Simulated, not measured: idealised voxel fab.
The process module that follows is named voxel self aligned contacts.
Xsec cut, 215 nm wide, square cell size 5 nm.
Throughout this document, each cross-section is represented as a grid of square cells and is presented as a sequence of bands enumerated from the top downward, where a band comprises one or more rows of cells. Quick guide to a band line: top height, bottom height (nm) up front; then every material left to right with its width in nm. Only one material and it's marked "all across"? Then it fills the band edge to edge. And "blank" just means empty space. Convention: height 0 is the level below which the wafer, as received, is all one material. The lowest band does not terminate at the bottom but continues downward, represented as "from 0 down". Quick explanation for "30->40": the width changes in equal steps down the rows of cells, from the first number in the band's top row to the second number in its bottom row. No cell of the cross-section changed in a step that is given as "no change occurred". Sealed voids: empty space of 8 cells or more with no open way to the top, each as width x height at its distance from the left edge, in nm. If you see something after the settings on a step's line, that's the simulator's own remark about that step. The line of a step may include "overlay nm". On a step with a mask, this value is how far to the right of its planned place the mask lay. A negative value means the mask lay to the left.
STEPS PLANNED FOR THE PROCESS
1 RECEIVE with material Si
2 CONFORMAL_DEP with material SiO2, thk nm 5
3 DIRECTIONAL_DEP with material polySi, thk nm 20
4 DIRECTIONAL_DEP with material SiN, thk nm 25
5 MASKED_ETCH with tone cover, mask id GATE, width nm 25, pitch nm 65, etch materials SiN, depth nm 25, overlay nm 0
6 MASKED_ETCH with tone cover, mask id GATE, width nm 25, pitch nm 65, etch materials polySi, depth nm 20, overlay nm 0
7 CONFORMAL_DEP with material SiN, thk nm 10
8 DIRECTIONAL_ETCH with etch materials SiN, depth nm 10
9 FILL_DEP with material SiO2, thk nm 20
10 CMP with height nm 60
11 DIRECTIONAL_DEP with material aC, thk nm 15
12 PATTERN with tone open, mask id CONTACT, material resist, width nm 50, pitch nm 65, thk nm 35, overlay nm 0
13 DIRECTIONAL_ETCH with etch materials aC, depth nm 15
14 STRIP with etch materials resist
15 DIRECTIONAL_ETCH with etch materials SiO2, depth nm 60
16 STRIP with etch materials aC
17 CONFORMAL_DEP with material TiN, thk nm 5
18 FILL_DEP with material Ru, thk nm 5
19 CMP with height nm 60
20 CONFORMAL_DEP with material SiCN, thk nm 5
AS RECEIVED, AFTER STEP 1
- from 0 down = Si all across
- Sealed voids: none
THE FIRST OF TWO WAFERS, CROSS-SECTIONED AT THE END OF THE MODULE, WITH THE RUN PROCEEDING AS PLANNED
- from 65 to 60 = SiCN all across
- from 60 to 50 = 50 SiO2 | 5->20 TiN | 40->10 Ru | 5->20 TiN | 15 SiO2 | 5->20 TiN | 40->10 Ru | 5->20 TiN | 50 SiO2
- from 50 to 25 = 20 SiO2 | 45 SiN | 5 TiN | 10 Ru | 5 TiN | 45 SiN | 5 TiN | 10 Ru | 5 TiN | 45 SiN | 20 SiO2
- from 25 to 5 = 20 SiO2 | 10 SiN | 25 polySi | 10 SiN | 5 TiN | 10 Ru | 5 TiN | 10 SiN | 25 polySi | 10 SiN | 5 TiN | 10 Ru | 5 TiN | 10 SiN | 25 polySi | 10 SiN | 20 SiO2
- from 5 to 0 = 65 SiO2 | 20 TiN | 45 SiO2 | 20 TiN | 65 SiO2
- from 0 down = Si all across
- Sealed voids: none
CROSS-SECTION AT END OF MODULE FOR THE SECOND WAFER OF TWO, WHICH MATCHED THE FIRST IN STARTING POINT AND PLAN AND DIFFERED BY ONE MISTAKE IN ITS PROCESSING
- from 65 to 60 = SiCN all across
- from 60 to 55 = 45 Ru | 5 TiN | 50 SiO2 | 5 TiN | 5 Ru | 5 TiN | 50 SiO2 | 5 TiN | 45 Ru
- from 55 to 50 = 15 Ru | 35 TiN | 50 SiO2 | 15 TiN | 50 SiO2 | 35 TiN | 15 Ru
- from 50 to 25 = 15 Ru | 5 TiN | 45 SiN | 20 SiO2 | 45 SiN | 20 SiO2 | 45 SiN | 5 TiN | 15 Ru
- from 25 to 5 = 15 Ru | 5 TiN | 10 SiN | 25 polySi | 10 SiN | 20 SiO2 | 10 SiN | 25 polySi | 10 SiN | 20 SiO2 | 10 SiN | 25 polySi | 10 SiN | 5 TiN | 15 Ru
- from 5 to 0 = 20 TiN | 175 SiO2 | 20 TiN
- from 0 down = Si all across
- Sealed voids: none
Error vs. plan: step 12 was run on a setting that differed from the plan, and what really ran there is PATTERN with tone cover, mask id CONTACT, material resist, width nm 50, pitch nm 65, thk nm 35, overlay nm 0
The final cell counts differ between the wafers, with the second having more or fewer of some materials than the first: 23 more of Ru | 6 fewer of SiO2 | 17 fewer of TiN
